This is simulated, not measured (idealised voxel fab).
Process module in this document: voxel gate over fins
Each square cell in cross-section cut measures 5 nm, and the section as a whole is 195 nm wide.
Notation: cross-section as square-cell grid; stated in bands, top first, going down; one or more cell rows per band. First you get the band's top height and its bottom height, in nm, and then the materials it's made of, left to right, with each width in nm. If you see a single material with "full width", that one covers the band edge to edge. "empty" is empty space. Where do heights start? At 0: under that level the wafer as delivered is made of one material only. And the lowest band has no floor; it just carries on downward, as in "from 0 down". The notation "30..40" denotes a width that varies across the rows of cells in the band, beginning at the first number in the top row, finishing at the second number in the bottom row, and changing by an identical amount from each row to the next. "identical to before", as given for a step, is the statement that not any cell of the cross-section underwent a change during that step. So "Sealed-off cavities" is basically the list of trapped voids: any empty space of 8 cells or more that can't reach the top through an opening. They're written width x height at distance, the distance being from the left edge, and it's all nm. The remark found on a step's line after its settings is issued by the simulator itself and pertains to that step. Among the settings permitted on a step's line is "overlay nm"; applied to a step with a mask, it specifies the extent to which the mask lay to the right of its planned position, whereas a negative figure signifies a position to the left.

Process steps foreseen in the plan
1,RECEIVE with material Si
2,CONFORMAL_DEP with material SiN, thk nm 5
3,DIRECTIONAL_DEP with material aC, thk nm 10
4,PATTERN with tone cover, mask id FINS, material resist, width nm 15, pitch nm 40, thk nm 25, overlay nm 0
5,DIRECTIONAL_ETCH with etch materials aC, depth nm 10
6,STRIP with etch materials resist
7,DIRECTIONAL_ETCH with etch materials SiN, depth nm 5
8,DIRECTIONAL_ETCH with etch materials Si, depth nm 40
9,STRIP with etch materials aC
10,OXIDIZE with depth nm 5
11,FILL_DEP with material SiO2, thk nm 15
12,CMP with height nm 5
13,SELECTIVE_ETCH with etch materials SiO2, depth nm 15
14,STRIP with etch materials SiN
15,CONFORMAL_DEP with material HfO2, thk nm 5
16,CONFORMAL_DEP with material TiN, thk nm 5
17,CONFORMAL_DEP with material TiAl, thk nm 5
18,CONFORMAL_DEP with material TiN, thk nm 5
19,FILL_DEP with material W, thk nm 10
20,CMP with height nm 25
21,CONFORMAL_DEP with material SiN, thk nm 10

So, the first of our two wafers, run just as we planned it

Wafer at receipt (post step 1), cross-section
  from 0 down: Si full width
  Sealed-off cavities: none

The wafer, seen in cross-section, after step 2
  from 5 to 0: SiN full width
  All layers under 0 are left as they were.

The wafer, seen in cross-section, after step 3
  from 15 to 5: aC full width
  All layers under 5 are left as they were.

The wafer, seen in cross-section, after step 4
  from 40 to 15: 70 nm empty / 15 nm resist / 25 nm empty / 15 nm resist / 70 nm empty
  All layers under 15 are left as they were.

The wafer, seen in cross-section, after step 5
  from 30 to 15: 70 nm empty / 15 nm resist / 25 nm empty / 15 nm resist / 70 nm empty
  from 15 to 5: 70 nm empty / 15 nm aC / 25 nm empty / 15 nm aC / 70 nm empty
  All layers under 5 are left as they were.

The wafer, seen in cross-section, after step 6
  from 15 to 5: 70 nm empty / 15 nm aC / 25 nm empty / 15 nm aC / 70 nm empty
  All layers under 5 are left as they were.

The wafer, seen in cross-section, after step 7
  from 15 to 5: 70 nm empty / 15 nm aC / 25 nm empty / 15 nm aC / 70 nm empty
  from 5 to 0: 70 nm empty / 15 nm SiN / 25 nm empty / 15 nm SiN / 70 nm empty
  All layers under 0 are left as they were.

The wafer, seen in cross-section, after step 8
  from 15 to 5: 70 nm empty / 15 nm aC / 25 nm empty / 15 nm aC / 70 nm empty
  from 5 to 0: 70 nm empty / 15 nm SiN / 25 nm empty / 15 nm SiN / 70 nm empty
  from 0 to -40: 70 nm empty / 15 nm Si / 25 nm empty / 15 nm Si / 70 nm empty
  All layers under -40 are left as they were.

The wafer, seen in cross-section, after step 9
  from 5 to 0: 70 nm empty / 15 nm SiN / 25 nm empty / 15 nm SiN / 70 nm empty
  All layers under 0 are left as they were.

The wafer, seen in cross-section, after step 10
  from 5 to 0: 70 nm empty / 15 nm SiN / 25 nm empty / 15 nm SiN / 70 nm empty
  from 0 to -40: 70 nm empty / 5 nm SiO2 / 5 nm Si / 5 nm SiO2 / 25 nm empty / 5 nm SiO2 / 5 nm Si / 5 nm SiO2 / 70 nm empty
  from -40 to -45: 75 nm SiO2 / 5 nm Si / 35 nm SiO2 / 5 nm Si / 75 nm SiO2
  All layers under -45 are left as they were.

The wafer, seen in cross-section, after step 11
  from 20 to 5: SiO2 full width
  from 5 to 0: 70 nm SiO2 / 15 nm SiN / 25 nm SiO2 / 15 nm SiN / 70 nm SiO2
  from 0 to -45: 75 nm SiO2 / 5 nm Si / 35 nm SiO2 / 5 nm Si / 75 nm SiO2
  All layers under -45 are left as they were.

The wafer, seen in cross-section, after step 12
  from 5 to 0: 70 nm SiO2 / 15 nm SiN / 25 nm SiO2 / 15 nm SiN / 70 nm SiO2
  All layers under 0 are left as they were.

The wafer, seen in cross-section, after step 13
  from 5 to 0: 70 nm empty / 15 nm SiN / 25 nm empty / 15 nm SiN / 70 nm empty
  from 0 to -10: 75 nm empty / 5 nm Si / 35 nm empty / 5 nm Si / 75 nm empty
  All layers under -10 are left as they were.

The wafer, seen in cross-section, after step 14
  from 0 to -10: 75 nm empty / 5 nm Si / 35 nm empty / 5 nm Si / 75 nm empty
  All layers under -10 are left as they were.

The wafer, seen in cross-section, after step 15
  from 5 to 0: 70 nm empty / 15 nm HfO2 / 25 nm empty / 15 nm HfO2 / 70 nm empty
  from 0 to -5: 70 nm empty / 5 nm HfO2 / 5 nm Si / 5 nm HfO2 / 25 nm empty / 5 nm HfO2 / 5 nm Si / 5 nm HfO2 / 70 nm empty
  from -5 to -10: 75 nm HfO2 / 5 nm Si / 35 nm HfO2 / 5 nm Si / 75 nm HfO2
  All layers under -10 are left as they were.

The wafer, seen in cross-section, after step 16
  from 10 to 5: 65 nm empty / 25 nm TiN / 15 nm empty / 25 nm TiN / 65 nm empty
  from 5 to 0: 65 nm empty / 5 nm TiN / 15 nm HfO2 / 5 nm TiN / 15 nm empty / 5 nm TiN / 15 nm HfO2 / 5 nm TiN / 65 nm empty
  from 0 to -5: 70 nm TiN / 5 nm HfO2 / 5 nm Si / 5 nm HfO2 / 25 nm TiN / 5 nm HfO2 / 5 nm Si / 5 nm HfO2 / 70 nm TiN
  All layers under -5 are left as they were.

The wafer, seen in cross-section, after step 17
  from 15 to 10: 60 nm empty / 35 nm TiAl / 5 nm empty / 35 nm TiAl / 60 nm empty
  from 10 to 5: 60 nm empty / 5 nm TiAl / 25 nm TiN / 5 nm TiAl / 5 nm empty / 5 nm TiAl / 25 nm TiN / 5 nm TiAl / 60 nm empty
  from 5 to 0: 65 nm TiAl / 5 nm TiN / 15 nm HfO2 / 5 nm TiN / 15 nm TiAl / 5 nm TiN / 15 nm HfO2 / 5 nm TiN / 65 nm TiAl
  All layers under 0 are left as they were.

The wafer, seen in cross-section, after step 18
  from 20 to 15: 55 nm empty / 85 nm TiN / 55 nm empty
  from 15 to 10: 55 nm empty / 5 nm TiN / 35 nm TiAl / 5 nm TiN / 35 nm TiAl / 5 nm TiN / 55 nm empty
  from 10 to 5: 60 nm TiN / 5 nm TiAl / 25 nm TiN / 5 nm TiAl / 5 nm TiN / 5 nm TiAl / 25 nm TiN / 5 nm TiAl / 60 nm TiN
  All layers under 5 are left as they were.

The wafer, seen in cross-section, after step 19
  from 30 to 20: W full width
  from 20 to 15: 55 nm W / 85 nm TiN / 55 nm W
  from 15 to 10: 55 nm W / 5 nm TiN / 35 nm TiAl / 5 nm TiN / 35 nm TiAl / 5 nm TiN / 55 nm W
  All layers under 10 are left as they were.

The wafer, seen in cross-section, after step 20
  from 25 to 20: W full width
  All layers under 20 are left as they were.

The wafer, seen in cross-section, after step 21
  from 35 to 25: SiN full width
  All layers under 25 are left as they were.

Second wafer, same starting conditions and recipe as the first, one mistake in executing it, nothing differs from the first up to and including step 16

Second wafer, cut view, end of step 17 per plan: identical to before

Second wafer, cut view, end of step 18 per plan
  from 15 to 5: 60 nm empty / 35 nm TiN / 5 nm empty / 35 nm TiN / 60 nm empty
  from 5 to 0: 70 nm TiN / 15 nm HfO2 / 25 nm TiN / 15 nm HfO2 / 70 nm TiN
  All layers under 0 are left as they were.

Second wafer, cut view, end of step 19 per plan
  from 25 to 15: W full width
  from 15 to 5: 60 nm W / 35 nm TiN / 5 nm W / 35 nm TiN / 60 nm W
  All layers under 5 are left as they were.

Second wafer, cut view, end of step 20 per plan: identical to before

Second wafer, cut view, end of step 21 per plan
  from 35 to 25: SiN full width
  All layers under 25 are left as they were.
The plan and the run diverged here: the run left out plan step 17 entirely, so it was never executed
at the end the second wafer has, in cells: TiAl: 47 fewer; TiN: 2 more; W: 45 more
